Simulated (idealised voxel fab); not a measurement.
Process module in this document: voxel tone inversion
Each square cell in cross-section cut measures 5 nm, and the section as a whole is 230 nm wide.
This document writes a cross-section as a grid whose cells are square, and gives it as bands, listed from the top down; one or more rows of cells form a band. Basically the band line says how high the top is and how high the bottom is, in nm, and then what's in it from left to right, every material with its width in nm. Empty space shows up as "blank", and if a single material carries "full width" it runs the full band edge to edge. Zero point of the height axis is 0; under it, received wafer = one material. Lowest band: continues down indefinitely, "0 -> down". Note: "30..40" means the width goes from the first number (top row of the band) to the second number (bottom row) in equal steps per row of cells. "no alteration", as given for a step, is the statement that not any cell of the cross-section underwent a change during that step. Closed empty spaces (no open way to the top) of 8 cells or more are what "Fully sealed cavities" lists, each as width x height at distance from the left edge, nm for all three. That trailing text on a step's line, after the settings, is the simulator's own remark on the step. "overlay nm" on a masked step: distance the mask lay right of its planned place, negative for left.

THE PLANNED PROCESS STEPS ARE ENUMERATED HEREUNDER
step 1: RECEIVE (material Si)
step 2: CONFORMAL_DEP (material SiN; thk nm 5)
step 3: DIRECTIONAL_DEP (material aC; thk nm 20)
step 4: PATTERN (tone cover; mask id POSTS; material resist; width nm 25; pitch nm 45; thk nm 30; overlay nm 0)
step 5: DIRECTIONAL_ETCH (etch materials aC; depth nm 20)
step 6: STRIP (etch materials resist)
step 7: FILL_DEP (material SiO2; thk nm 5)
step 8: CMP (height nm 25)
step 9: STRIP (etch materials aC)

STEP 1 COMPLETE: CROSS-SECTION OF THE WAFER AS RECEIVED
  0 -> down  Si full width
  Fully sealed cavities: none

FINAL WAFER PROFILE IN CROSS-SECTION AFTER THE MODULE, FROM THE SAME START AND PLAN AS ABOVE, WITH ONE MISTAKE MADE DURING PROCESSING
  25 -> 20  SiO2 full width
  20 -> 0  SiO2=80, then aC=25, then SiO2=20, then aC=25, then SiO2=80
  0 -> down  Si full width
  Fully sealed cavities: none
Misprocessing identified: not run: step 2 of the plan (skipped)
